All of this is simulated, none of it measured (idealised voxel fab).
This section sets out a process module, namely voxel ribs on slabs.
The figure presents cross-section cut, which has a width of 155 nm and is divided into square cells with an edge length of 5 nm.
In what follows, cross-sections appear as grids of square cells, described through bands that run from the top down, where every band is one or more rows of cells. Band entry format. Leading values: height of top, height of bottom, nm. Remainder: materials in left-to-right order, each with its width in nm. Special words: "everywhere" on a single material, which then fills the band edge to edge; "empty", empty space. Heads up on the height convention: 0 is the point under which the incoming wafer is all one material, and the lowest band has no bottom, it just keeps going down, like "0 down". It should be noted that a width expressed as "30..40" varies in equal increments from row to row of cells within the band, taking the value of the first number at the top row and that of the second number at the bottom row. "no change", as given for a step, is the statement that not any cell of the cross-section underwent a change during that step. "Sealed internal voids" lists enclosed empty spaces (at least 8 cells, no open path upward to the top), each as width x height at distance from the left edge, in nm. Step line, after settings: the simulator's comment on this step. overlay nm: mask offset rightward from planned place, masked step; negative means leftward offset.
# Intended process steps
step 1: RECEIVE,material Si
step 2: DIRECTIONAL_DEP,material SiO2,thk nm 20
step 3: DIRECTIONAL_DEP,material polySi,thk nm 25
step 4: MASKED_ETCH,tone cover,mask id RIB,width nm 20,etch materials polySi,depth nm 20,overlay nm 0
step 5: MASKED_ETCH,tone cover,mask id SLAB,width nm 70,etch materials polySi,depth nm 5,overlay nm 0
step 6: FILL_DEP,material SiO2,thk nm 20
step 7: CMP,height nm 55
step 8: DIRECTIONAL_DEP,material TiN,thk nm 10
step 9: PATTERN,tone cover,mask id HEATER,material resist,width nm 30,thk nm 20,overlay nm 0
step 10: DIRECTIONAL_ETCH,etch materials TiN,depth nm 10
step 11: STRIP,etch materials resist
step 12: CONFORMAL_DEP,material SiO2,thk nm 5
# Received-state cross-section, reflecting completion of step 1
0 down: Si everywhere
Sealed internal voids: none
# Cross-sectional view of the first of the two wafers upon completion of the module, processed in accordance with the plan
70 to 65: 55 of empty, then 40 of SiO2, then 60 of empty
65 to 60: 55 of empty, then 5 of SiO2, then 30 of TiN, then 5 of SiO2, then 60 of empty
60 to 55: 60 of SiO2, then 30 of TiN, then 65 of SiO2
55 to 45: SiO2 everywhere
45 to 25: 65 of SiO2, then 20 of polySi, then 70 of SiO2
25 to 20: 40 of SiO2, then 70 of polySi, then 45 of SiO2
20 to 0: SiO2 everywhere
0 down: Si everywhere
Sealed internal voids: none
# Here's the second of our two wafers sectioned at module end. Same start as the first, same plan, but one mistake got made running it
65 to 55: 60 of empty, then 30 of TiN, then 65 of empty
55 to 45: SiO2 everywhere
45 to 25: 65 of SiO2, then 20 of polySi, then 70 of SiO2
25 to 20: 40 of SiO2, then 70 of polySi, then 45 of SiO2
20 to 0: SiO2 everywhere
0 down: Si everywhere
Sealed internal voids: none
Nonconformance to the process plan: step 12 was left out
In the final state, the cell counts of the second wafer exceed or fall short of those of the first for the following materials: SiO2: 35 fewer
